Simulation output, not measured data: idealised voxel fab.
process module | voxel wiring stack
cross-section cut | 205 nm wide | cells 5 nm
A cross-section is a grid of square cells, given in bands from the top down. A band is one or more rows of cells.
Each band's line starts with the height of the band's top and of its bottom, in nm. Then come its materials from left to right, each with its width in nm. One material with "throughout" fills the band from edge to edge. "air" is empty space.
Height 0 is the level under which the wafer as received is all one material. The lowest band goes on downwards, as in "0 down".
A width such as "30 to 40" changes by the same amount from each row of cells to the next, from the band's top row to its bottom row.
"no change" after a step means that no cell of the cross-section changed.
closed voids: empty space of 8 cells or more with no open way to the top, each as width x height at its distance from the left edge, in nm
after a step's settings: what the simulator itself notes on the step
overlay nm, on a step with a mask: how far to the right of its planned place the mask lay; to the left if negative
plan
1 op RECEIVE | material Si
2 op CONFORMAL_DEP | material SiO2 | thk nm 10
3 op CONFORMAL_DEP | material SiCN | thk nm 5
4 op DIRECTIONAL_DEP | material lowk | thk nm 25
5 op DIRECTIONAL_DEP | material aC | thk nm 15
6 op PATTERN | tone open | mask id METAL_1 | material resist | width nm 20 | pitch nm 45 | thk nm 35 | overlay nm 0
7 op DIRECTIONAL_ETCH | etch materials aC | depth nm 15
8 op STRIP | etch materials resist
9 op DIRECTIONAL_ETCH | etch materials lowk | depth nm 25
10 op DIRECTIONAL_ETCH | etch materials SiCN | depth nm 5
11 op STRIP | etch materials aC
12 op CONFORMAL_DEP | material TiN | thk nm 5
13 op FILL_DEP | material Ru | thk nm 5
14 op CMP | height nm 40
15 op CONFORMAL_DEP | material SiCN | thk nm 5
16 op DIRECTIONAL_DEP | material lowk | thk nm 15
17 op DIRECTIONAL_DEP | material aC | thk nm 10
18 op PATTERN | tone open | mask id PLUG_1 | material resist | width nm 15 | thk nm 25 | overlay nm 0
19 op DIRECTIONAL_ETCH | etch materials aC | depth nm 10
20 op STRIP | etch materials resist
21 op DIRECTIONAL_ETCH | etch materials lowk | depth nm 15
22 op DIRECTIONAL_ETCH | etch materials SiCN | depth nm 5
23 op STRIP | etch materials aC
24 op CONFORMAL_DEP | material TiN | thk nm 5
25 op FILL_DEP | material Ru | thk nm 10
26 op CMP | height nm 60
27 op DIRECTIONAL_DEP | material TiN | thk nm 5
28 op DIRECTIONAL_DEP | material Ru | thk nm 20
29 op DIRECTIONAL_DEP | material aC | thk nm 10
30 op PATTERN | tone cover | mask id METAL_2 | material resist | width nm 20 | pitch nm 45 | thk nm 25 | overlay nm 0
31 op DIRECTIONAL_ETCH | etch materials aC | depth nm 10
32 op STRIP | etch materials resist
33 op DIRECTIONAL_ETCH | etch materials Ru | depth nm 20
34 op DIRECTIONAL_ETCH | etch materials TiN | depth nm 5
35 op STRIP | etch materials aC
36 op CONFORMAL_DEP | material SiCN | thk nm 5
37 op FILL_DEP | material lowk | thk nm 5
38 op CMP | height nm 85
39 op CONFORMAL_DEP | material SiCN | thk nm 5
40 op DIRECTIONAL_DEP | material lowk | thk nm 10
41 op PATTERN | tone open | mask id PLUG_2 | material resist | width nm 15 | pitch nm 45 | thk nm 15 | overlay nm 0
42 op DIRECTIONAL_ETCH | etch materials lowk | depth nm 10
43 op DIRECTIONAL_ETCH | etch materials SiCN | depth nm 5
44 op STRIP | etch materials resist
45 op CONFORMAL_DEP | material TiN | thk nm 5
46 op FILL_DEP | material Cu | thk nm 5
47 op CMP | height nm 100
48 op DIRECTIONAL_DEP | material TiN | thk nm 5
49 op DIRECTIONAL_DEP | material Ru | thk nm 15
50 op DIRECTIONAL_DEP | material aC | thk nm 15
51 op PATTERN | tone cover | mask id METAL_3 | material resist | width nm 20 | pitch nm 45 | thk nm 30 | overlay nm 0
52 op DIRECTIONAL_ETCH | etch materials aC | depth nm 15
53 op STRIP | etch materials resist
54 op DIRECTIONAL_ETCH | etch materials Ru | depth nm 15
55 op DIRECTIONAL_ETCH | etch materials TiN | depth nm 5
56 op STRIP | etch materials aC
57 op FILL_DEP | material lowk | thk nm 5
58 op CMP | height nm 120
59 op CONFORMAL_DEP | material SiN | thk nm 5
as received, after step 1
  0 down: Si throughout
  closed voids: none
first wafer at the end, as planned
  125 to 120: SiN throughout
  120 to 105: lowk 70 | Ru 20 | lowk 25 | Ru 20 | lowk 70
  105 to 100: lowk 70 | TiN 20 | lowk 25 | TiN 20 | lowk 70
  100 to 90: lowk 70 | TiN 5 | Cu 5 | TiN 5 | lowk 30 | TiN 5 | Cu 5 | TiN 5 | lowk 75
  90 to 85: SiCN 70 | TiN 15 | SiCN 30 | TiN 15 | SiCN 75
  85 to 65: lowk 65 | SiCN 5 | Ru 20 | SiCN 5 | lowk 15 | SiCN 5 | Ru 20 | SiCN 5 | lowk 65
  65 to 60: SiCN 70 | TiN 20 | SiCN 25 | TiN 20 | SiCN 70
  60 to 45: lowk 70 | TiN 5 | Ru 5 | TiN 5 | lowk 120
  45 to 40: SiCN 70 | TiN 15 | SiCN 120
  40 to 15: lowk 70 | TiN 5 | Ru 10 | TiN 5 | lowk 25 | TiN 5 | Ru 10 | TiN 5 | lowk 70
  15 to 10: SiCN 70 | TiN 20 | SiCN 25 | TiN 20 | SiCN 70
  10 to 0: SiO2 throughout
  0 down: Si throughout
  closed voids: none
second wafer at the end: like start, like plan, one mistake
  125 to 120: SiN throughout
  120 to 105: lowk 70 | Ru 20 | lowk 25 | Ru 20 | lowk 70
  105 to 100: lowk 70 | TiN 20 | lowk 25 | TiN 20 | lowk 70
  100 to 90: lowk 70 | TiN 5 | Cu 5 | TiN 5 | lowk 30 | TiN 5 | Cu 5 | TiN 5 | lowk 75
  90 to 85: SiCN 70 | TiN 15 | SiCN 30 | TiN 15 | SiCN 75
  85 to 65: lowk 60 | SiCN 5 | Ru 30 | SiCN 5 | lowk 5 | SiCN 5 | Ru 30 | SiCN 5 | lowk 60
  65 to 60: SiCN 65 | TiN 30 | SiCN 15 | TiN 30 | SiCN 65
  60 to 45: lowk 70 | TiN 5 | Ru 5 | TiN 5 | lowk 120
  45 to 40: SiCN 70 | TiN 15 | SiCN 120
  40 to 15: lowk 70 | TiN 5 | Ru 10 | TiN 5 | lowk 25 | TiN 5 | Ru 10 | TiN 5 | lowk 70
  15 to 10: SiCN 70 | TiN 20 | SiCN 25 | TiN 20 | SiCN 70
  10 to 0: SiO2 throughout
  0 down: Si throughout
  closed voids: none
what went wrong: step 30 ran as: op PATTERN | tone cover | mask id METAL_2 | material resist | width nm 30 | pitch nm 45 | thk nm 25 | overlay nm 0
at the end the second wafer has, in cells: 16 more of Ru | 4 fewer of SiCN | 4 more of TiN | 16 fewer of lowk
